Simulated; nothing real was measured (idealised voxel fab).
The process module that follows is named voxel self aligned contacts.
Xsec cut, 215 nm wide, square cell size 5 nm.
If you're reading a cross-section in this doc, picture square cells in a grid; it comes to you as bands, top ones listed first down to the bottom, and a band can be one or more rows of cells.
Band: top height; bottom height; in nm. Then, left to right: material with width in nm, for each material. "all across": a single material spanning edge to edge. "blank": empty space.
Ref level 0: as-received wafer is one material below here. Bottom band extends down with no lower bound ("0 down").
When a width is written as two numbers, as in "30..40", the first number is the width in the top row of cells of the band and the second is the width in its bottom row, and the width changes by the same amount from each row to the next.
Reading "nothing altered" for a step: not a cell of the cross-section changed in it.
The label "Closed void catalog" introduces a list of the empty spaces, 8 cells or larger, that have no open way up to the top; each entry in it reads width x height at distance, where the distance is taken from the left edge and all three are stated in nm.
Step line, after settings: the simulator's comment on this step.
"overlay nm" answers the question of how far to the right of plan the mask lay on a step that has a mask, and when it is negative the answer is to the left.
# Here's what the planned process steps look like
step 1: RECEIVE,material Si
step 2: CONFORMAL_DEP,material SiO2,thk nm 5
step 3: DIRECTIONAL_DEP,material polySi,thk nm 20
step 4: DIRECTIONAL_DEP,material SiN,thk nm 25
step 5: MASKED_ETCH,tone cover,mask id GATE,width nm 25,pitch nm 65,etch materials SiN,depth nm 25,overlay nm 0
step 6: MASKED_ETCH,tone cover,mask id GATE,width nm 25,pitch nm 65,etch materials polySi,depth nm 20,overlay nm 0
step 7: CONFORMAL_DEP,material SiN,thk nm 10
step 8: DIRECTIONAL_ETCH,etch materials SiN,depth nm 10
step 9: FILL_DEP,material SiO2,thk nm 20
step 10: CMP,height nm 60
step 11: DIRECTIONAL_DEP,material aC,thk nm 15
step 12: PATTERN,tone open,mask id CONTACT,material resist,width nm 50,pitch nm 65,thk nm 35,overlay nm 0
step 13: DIRECTIONAL_ETCH,etch materials aC,depth nm 15
step 14: STRIP,etch materials resist
step 15: DIRECTIONAL_ETCH,etch materials SiO2,depth nm 60
step 16: STRIP,etch materials aC
step 17: CONFORMAL_DEP,material TiN,thk nm 5
step 18: FILL_DEP,material Ru,thk nm 5
step 19: CMP,height nm 60
step 20: CONFORMAL_DEP,material SiCN,thk nm 5
# What follows covers the first of two wafers; it ran as planned
# Cross-section of the incoming wafer, state after step 1
  0 down: Si all across
  Closed void catalog: none
# Cross-section of the wafer subsequent to step 2
  5 to 0: SiO2 all across
  Below 0, no change.
# Cross-section of the wafer subsequent to step 3
  25 to 5: polySi all across
  Below 5, no change.
# Cross-section of the wafer subsequent to step 4
  50 to 25: SiN all across
  Below 25, no change.
# Cross-section of the wafer subsequent to step 5
  50 to 25: blank 30 nm  SiN 25 nm  blank 40 nm  SiN 25 nm  blank 40 nm  SiN 25 nm  blank 30 nm
  Below 25, no change.
# Cross-section of the wafer subsequent to step 6
  50 to 25: blank 30 nm  SiN 25 nm  blank 40 nm  SiN 25 nm  blank 40 nm  SiN 25 nm  blank 30 nm
  25 to 5: blank 30 nm  polySi 25 nm  blank 40 nm  polySi 25 nm  blank 40 nm  polySi 25 nm  blank 30 nm
  Below 5, no change.
# Cross-section of the wafer subsequent to step 7
  60 to 25: blank 20 nm  SiN 45 nm  blank 20 nm  SiN 45 nm  blank 20 nm  SiN 45 nm  blank 20 nm
  25 to 15: blank 20 nm  SiN 10 nm  polySi 25 nm  SiN 10 nm  blank 20 nm  SiN 10 nm  polySi 25 nm  SiN 10 nm  blank 20 nm  SiN 10 nm  polySi 25 nm  SiN 10 nm  blank 20 nm
  15 to 5: SiN 30 nm  polySi 25 nm  SiN 40 nm  polySi 25 nm  SiN 40 nm  polySi 25 nm  SiN 30 nm
  Below 5, no change.
# Cross-section of the wafer subsequent to step 8
  50 to 25: blank 20 nm  SiN 45 nm  blank 20 nm  SiN 45 nm  blank 20 nm  SiN 45 nm  blank 20 nm
  25 to 5: blank 20 nm  SiN 10 nm  polySi 25 nm  SiN 10 nm  blank 20 nm  SiN 10 nm  polySi 25 nm  SiN 10 nm  blank 20 nm  SiN 10 nm  polySi 25 nm  SiN 10 nm  blank 20 nm
  Below 5, no change.
# Cross-section of the wafer subsequent to step 9
  70 to 50: SiO2 all across
  50 to 25: SiO2 20 nm  SiN 45 nm  SiO2 20 nm  SiN 45 nm  SiO2 20 nm  SiN 45 nm  SiO2 20 nm
  25 to 5: SiO2 20 nm  SiN 10 nm  polySi 25 nm  SiN 10 nm  SiO2 20 nm  SiN 10 nm  polySi 25 nm  SiN 10 nm  SiO2 20 nm  SiN 10 nm  polySi 25 nm  SiN 10 nm  SiO2 20 nm
  Below 5, no change.
# Cross-section of the wafer subsequent to step 10
  60 to 50: SiO2 all across
  Below 50, no change.
# Cross-section of the wafer subsequent to step 11
  75 to 60: aC all across
  Below 60, no change.
# Cross-section of the wafer subsequent to step 12
  110 to 75: resist 50 nm  blank 50 nm  resist 15 nm  blank 50 nm  resist 50 nm
  Below 75, no change.
# Cross-section of the wafer subsequent to step 13
  95 to 75: resist 50 nm  blank 50 nm  resist 15 nm  blank 50 nm  resist 50 nm
  75 to 60: aC 50 nm  blank 50 nm  aC 15 nm  blank 50 nm  aC 50 nm
  Below 60, no change.
# Cross-section of the wafer subsequent to step 14
  75 to 60: aC 50 nm  blank 50 nm  aC 15 nm  blank 50 nm  aC 50 nm
  Below 60, no change.
# Cross-section of the wafer subsequent to step 15
  75 to 60: aC 50 nm  blank 50 nm  aC 15 nm  blank 50 nm  aC 50 nm
  60 to 50: SiO2 50 nm  blank 50 nm  SiO2 15 nm  blank 50 nm  SiO2 50 nm
  50 to 25: SiO2 20 nm  SiN 45 nm  blank 20 nm  SiN 45 nm  blank 20 nm  SiN 45 nm  SiO2 20 nm
  25 to 5: SiO2 20 nm  SiN 10 nm  polySi 25 nm  SiN 10 nm  blank 20 nm  SiN 10 nm  polySi 25 nm  SiN 10 nm  blank 20 nm  SiN 10 nm  polySi 25 nm  SiN 10 nm  SiO2 20 nm
  5 to 0: SiO2 65 nm  blank 20 nm  SiO2 45 nm  blank 20 nm  SiO2 65 nm
  Below 0, no change.
# Cross-section of the wafer subsequent to step 16
  60 to 50: SiO2 50 nm  blank 50 nm  SiO2 15 nm  blank 50 nm  SiO2 50 nm
  Below 50, no change.
# Cross-section of the wafer subsequent to step 17
  65 to 60: TiN 55 nm  blank 40 nm  TiN 25 nm  blank 40 nm  TiN 55 nm
  60 to 50: SiO2 50 nm  TiN 5..20 nm  blank 40..10 nm  TiN 5..20 nm  SiO2 15 nm  TiN 5..20 nm  blank 40..10 nm  TiN 5..20 nm  SiO2 50 nm
  50 to 25: SiO2 20 nm  SiN 45 nm  TiN 5 nm  blank 10 nm  TiN 5 nm  SiN 45 nm  TiN 5 nm  blank 10 nm  TiN 5 nm  SiN 45 nm  SiO2 20 nm
  25 to 5: SiO2 20 nm  SiN 10 nm  polySi 25 nm  SiN 10 nm  TiN 5 nm  blank 10 nm  TiN 5 nm  SiN 10 nm  polySi 25 nm  SiN 10 nm  TiN 5 nm  blank 10 nm  TiN 5 nm  SiN 10 nm  polySi 25 nm  SiN 10 nm  SiO2 20 nm
  5 to 0: SiO2 65 nm  TiN 20 nm  SiO2 45 nm  TiN 20 nm  SiO2 65 nm
  Below 0, no change.
# Cross-section of the wafer subsequent to step 18
  70 to 65: Ru all across
  65 to 60: TiN 55 nm  Ru 40 nm  TiN 25 nm  Ru 40 nm  TiN 55 nm
  60 to 50: SiO2 50 nm  TiN 5..20 nm  Ru 40..10 nm  TiN 5..20 nm  SiO2 15 nm  TiN 5..20 nm  Ru 40..10 nm  TiN 5..20 nm  SiO2 50 nm
  50 to 25: SiO2 20 nm  SiN 45 nm  TiN 5 nm  Ru 10 nm  TiN 5 nm  SiN 45 nm  TiN 5 nm  Ru 10 nm  TiN 5 nm  SiN 45 nm  SiO2 20 nm
  25 to 5: SiO2 20 nm  SiN 10 nm  polySi 25 nm  SiN 10 nm  TiN 5 nm  Ru 10 nm  TiN 5 nm  SiN 10 nm  polySi 25 nm  SiN 10 nm  TiN 5 nm  Ru 10 nm  TiN 5 nm  SiN 10 nm  polySi 25 nm  SiN 10 nm  SiO2 20 nm
  Below 5, no change.
# Cross-section of the wafer subsequent to step 19
  60 to 50: SiO2 50 nm  TiN 5..20 nm  Ru 40..10 nm  TiN 5..20 nm  SiO2 15 nm  TiN 5..20 nm  Ru 40..10 nm  TiN 5..20 nm  SiO2 50 nm
  Below 50, no change.
# Cross-section of the wafer subsequent to step 20
  65 to 60: SiCN all across
  Below 60, no change.
# The Second Wafer: Common Origin and Plan, One Mistake in Execution, Identical to the First Through Step 1
X-section, second wafer, when step 2 was due to finish: nothing altered
# X-section, second wafer, when step 3 was due to finish
  20 to 0: polySi all across
  Below 0, no change.
# X-section, second wafer, when step 4 was due to finish
  45 to 20: SiN all across
  Below 20, no change.
# X-section, second wafer, when step 5 was due to finish
  45 to 20: blank 30 nm  SiN 25 nm  blank 40 nm  SiN 25 nm  blank 40 nm  SiN 25 nm  blank 30 nm
  Below 20, no change.
# X-section, second wafer, when step 6 was due to finish
  45 to 20: blank 30 nm  SiN 25 nm  blank 40 nm  SiN 25 nm  blank 40 nm  SiN 25 nm  blank 30 nm
  20 to 0: blank 30 nm  polySi 25 nm  blank 40 nm  polySi 25 nm  blank 40 nm  polySi 25 nm  blank 30 nm
  Below 0, no change.
# X-section, second wafer, when step 7 was due to finish
  55 to 20: blank 20 nm  SiN 45 nm  blank 20 nm  SiN 45 nm  blank 20 nm  SiN 45 nm  blank 20 nm
  20 to 10: blank 20 nm  SiN 10 nm  polySi 25 nm  SiN 10 nm  blank 20 nm  SiN 10 nm  polySi 25 nm  SiN 10 nm  blank 20 nm  SiN 10 nm  polySi 25 nm  SiN 10 nm  blank 20 nm
  10 to 0: SiN 30 nm  polySi 25 nm  SiN 40 nm  polySi 25 nm  SiN 40 nm  polySi 25 nm  SiN 30 nm
  Below 0, no change.
# X-section, second wafer, when step 8 was due to finish
  45 to 20: blank 20 nm  SiN 45 nm  blank 20 nm  SiN 45 nm  blank 20 nm  SiN 45 nm  blank 20 nm
  20 to 0: blank 20 nm  SiN 10 nm  polySi 25 nm  SiN 10 nm  blank 20 nm  SiN 10 nm  polySi 25 nm  SiN 10 nm  blank 20 nm  SiN 10 nm  polySi 25 nm  SiN 10 nm  blank 20 nm
  Below 0, no change.
# X-section, second wafer, when step 9 was due to finish
  65 to 45: SiO2 all across
  45 to 20: SiO2 20 nm  SiN 45 nm  SiO2 20 nm  SiN 45 nm  SiO2 20 nm  SiN 45 nm  SiO2 20 nm
  20 to 0: SiO2 20 nm  SiN 10 nm  polySi 25 nm  SiN 10 nm  SiO2 20 nm  SiN 10 nm  polySi 25 nm  SiN 10 nm  SiO2 20 nm  SiN 10 nm  polySi 25 nm  SiN 10 nm  SiO2 20 nm
  Below 0, no change.
# X-section, second wafer, when step 10 was due to finish
  60 to 45: SiO2 all across
  Below 45, no change.
# X-section, second wafer, when step 11 was due to finish
  75 to 60: aC all across
  Below 60, no change.
# X-section, second wafer, when step 12 was due to finish
  110 to 75: resist 50 nm  blank 50 nm  resist 15 nm  blank 50 nm  resist 50 nm
  Below 75, no change.
# X-section, second wafer, when step 13 was due to finish
  95 to 75: resist 50 nm  blank 50 nm  resist 15 nm  blank 50 nm  resist 50 nm
  75 to 60: aC 50 nm  blank 50 nm  aC 15 nm  blank 50 nm  aC 50 nm
  Below 60, no change.
# X-section, second wafer, when step 14 was due to finish
  75 to 60: aC 50 nm  blank 50 nm  aC 15 nm  blank 50 nm  aC 50 nm
  Below 60, no change.
# X-section, second wafer, when step 15 was due to finish
  75 to 60: aC 50 nm  blank 50 nm  aC 15 nm  blank 50 nm  aC 50 nm
  60 to 45: SiO2 50 nm  blank 50 nm  SiO2 15 nm  blank 50 nm  SiO2 50 nm
  45 to 20: SiO2 20 nm  SiN 45 nm  blank 20 nm  SiN 45 nm  blank 20 nm  SiN 45 nm  SiO2 20 nm
  20 to 0: SiO2 20 nm  SiN 10 nm  polySi 25 nm  SiN 10 nm  blank 20 nm  SiN 10 nm  polySi 25 nm  SiN 10 nm  blank 20 nm  SiN 10 nm  polySi 25 nm  SiN 10 nm  SiO2 20 nm
  Below 0, no change.
# X-section, second wafer, when step 16 was due to finish
  60 to 45: SiO2 50 nm  blank 50 nm  SiO2 15 nm  blank 50 nm  SiO2 50 nm
  Below 45, no change.
# X-section, second wafer, when step 17 was due to finish
  65 to 60: TiN 55 nm  blank 40 nm  TiN 25 nm  blank 40 nm  TiN 55 nm
  60 to 50: SiO2 50 nm  TiN 5 nm  blank 40 nm  TiN 5 nm  SiO2 15 nm  TiN 5 nm  blank 40 nm  TiN 5 nm  SiO2 50 nm
  50 to 45: SiO2 50 nm  TiN 20 nm  blank 10 nm  TiN 20 nm  SiO2 15 nm  TiN 20 nm  blank 10 nm  TiN 20 nm  SiO2 50 nm
  45 to 20: SiO2 20 nm  SiN 45 nm  TiN 5 nm  blank 10 nm  TiN 5 nm  SiN 45 nm  TiN 5 nm  blank 10 nm  TiN 5 nm  SiN 45 nm  SiO2 20 nm
  20 to 5: SiO2 20 nm  SiN 10 nm  polySi 25 nm  SiN 10 nm  TiN 5 nm  blank 10 nm  TiN 5 nm  SiN 10 nm  polySi 25 nm  SiN 10 nm  TiN 5 nm  blank 10 nm  TiN 5 nm  SiN 10 nm  polySi 25 nm  SiN 10 nm  SiO2 20 nm
  5 to 0: SiO2 20 nm  SiN 10 nm  polySi 25 nm  SiN 10 nm  TiN 20 nm  SiN 10 nm  polySi 25 nm  SiN 10 nm  TiN 20 nm  SiN 10 nm  polySi 25 nm  SiN 10 nm  SiO2 20 nm
  Below 0, no change.
# X-section, second wafer, when step 18 was due to finish
  70 to 65: Ru all across
  65 to 60: TiN 55 nm  Ru 40 nm  TiN 25 nm  Ru 40 nm  TiN 55 nm
  60 to 50: SiO2 50 nm  TiN 5 nm  Ru 40 nm  TiN 5 nm  SiO2 15 nm  TiN 5 nm  Ru 40 nm  TiN 5 nm  SiO2 50 nm
  50 to 45: SiO2 50 nm  TiN 20 nm  Ru 10 nm  TiN 20 nm  SiO2 15 nm  TiN 20 nm  Ru 10 nm  TiN 20 nm  SiO2 50 nm
  45 to 20: SiO2 20 nm  SiN 45 nm  TiN 5 nm  Ru 10 nm  TiN 5 nm  SiN 45 nm  TiN 5 nm  Ru 10 nm  TiN 5 nm  SiN 45 nm  SiO2 20 nm
  20 to 5: SiO2 20 nm  SiN 10 nm  polySi 25 nm  SiN 10 nm  TiN 5 nm  Ru 10 nm  TiN 5 nm  SiN 10 nm  polySi 25 nm  SiN 10 nm  TiN 5 nm  Ru 10 nm  TiN 5 nm  SiN 10 nm  polySi 25 nm  SiN 10 nm  SiO2 20 nm
  Below 5, no change.
# X-section, second wafer, when step 19 was due to finish
  60 to 50: SiO2 50 nm  TiN 5 nm  Ru 40 nm  TiN 5 nm  SiO2 15 nm  TiN 5 nm  Ru 40 nm  TiN 5 nm  SiO2 50 nm
  Below 50, no change.
# X-section, second wafer, when step 20 was due to finish
  65 to 60: SiCN all across
  Below 60, no change.
The plan and the run diverged here: step 2 of the plan did not run at all; it was left out
Final wafer comparison in cells, second versus first, more or fewer per material: 12 more of Ru | 12 fewer of SiO2
